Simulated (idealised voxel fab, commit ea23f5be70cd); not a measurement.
voxel released beams: a process module
Section cut is 185 nm wide and gridded with 5 nm square cells.
In what follows, cross-sections appear as grids of square cells, described through bands that run from the top down, where every band is one or more rows of cells. Within each band entry, the heights of the top and of the bottom of the band appear first, in that order and in nm; the materials of the band then follow from left to right, each with its corresponding width in nm. The designation "full width" on a single material indicates that it fills the band from edge to edge; the designation "blank" indicates empty space. The level at which height equals 0 is the one under which the wafer, as it arrives, is entirely one material. No lower edge exists for the bottom band, which continues downward and is notated as in "z 0 and below". You'd read "30..40" like this: the band's top row of cells is as wide as the first number, its bottom row is as wide as the second, and going down, every row changes width by the same amount as the row before did. What does "no alteration" mean for a step? It means no cell of the cross-section changed in that step. The entry titled "Sealed void list" provides the empty spaces that have no open way to the top, restricted to those of 8 cells or more. Each is presented as width x height at distance, the distance being measured from the left edge, with all three in nm. Read whatever lies past the settings on a step's line as the simulator's own remark about the step. "overlay nm" on a masked step: distance the mask lay right of its planned place, negative for left.

-- Steps planned for the process
- 1: op RECEIVE | material Si
- 2: op CONFORMAL_DEP | material SiN | thk nm 10
- 3: op DIRECTIONAL_DEP | material SiO2 | thk nm 10
- 4: op PATTERN | tone open | mask id ANCHOR | material resist | width nm 25 | thk nm 15 | overlay nm 0
- 5: op DIRECTIONAL_ETCH | etch materials SiO2 | depth nm 10
- 6: op STRIP | etch materials resist
- 7: op CONFORMAL_DEP | material TiN | thk nm 10
- 8: op MASKED_ETCH | tone cover | mask id BEAM | width nm 85 | etch materials TiN | depth nm 10 | overlay nm 0
- 9: op STRIP | etch materials SiO2
The plan's step 8 width nm is the first wafer's value; the wafers differ in this setting and start identical.

-- This is how the first of several wafers looked in cross-section when it arrived, which is after step 1
> z 0 and below | Si full width
> Sealed void list: none

-- The cross-section of the first of several wafers is given below for the end of the module, after its final step, step 9
> z 30 to 20 | 45 blank, then 10 TiN, then 5 blank, then 70 TiN, then 55 blank
> z 20 to 10 | 45 blank, then 25 TiN, then 115 blank
> z 10 to 0 | SiN full width
> z 0 and below | Si full width
> Sealed void list: none

-- X-section, last wafer, module end
> z 30 to 20 | 35 blank, then 20 TiN, then 5 blank, then 85 TiN, then 40 blank
> z 20 to 10 | 45 blank, then 25 TiN, then 115 blank
> z 10 to 0 | SiN full width
> z 0 and below | Si full width
> Sealed void list: none

-- Note: the following table is arranged by wafer, a row apiece. Each row reports the end-of-module state: per material, cells gained (+) or cells lost (-) compared with the wafer as received; closed voids follow
width nm 85 | +74 SiN | +42 TiN | Sealed void list: none
width nm 90 | +74 SiN | +44 TiN | Sealed void list: none
width nm 95 | +74 SiN | +46 TiN | Sealed void list: none
width nm 100 | +74 SiN | +48 TiN | Sealed void list: none
width nm 105 | +74 SiN | +50 TiN | Sealed void list: none
width nm 110 | +74 SiN | +52 TiN | Sealed void list: none
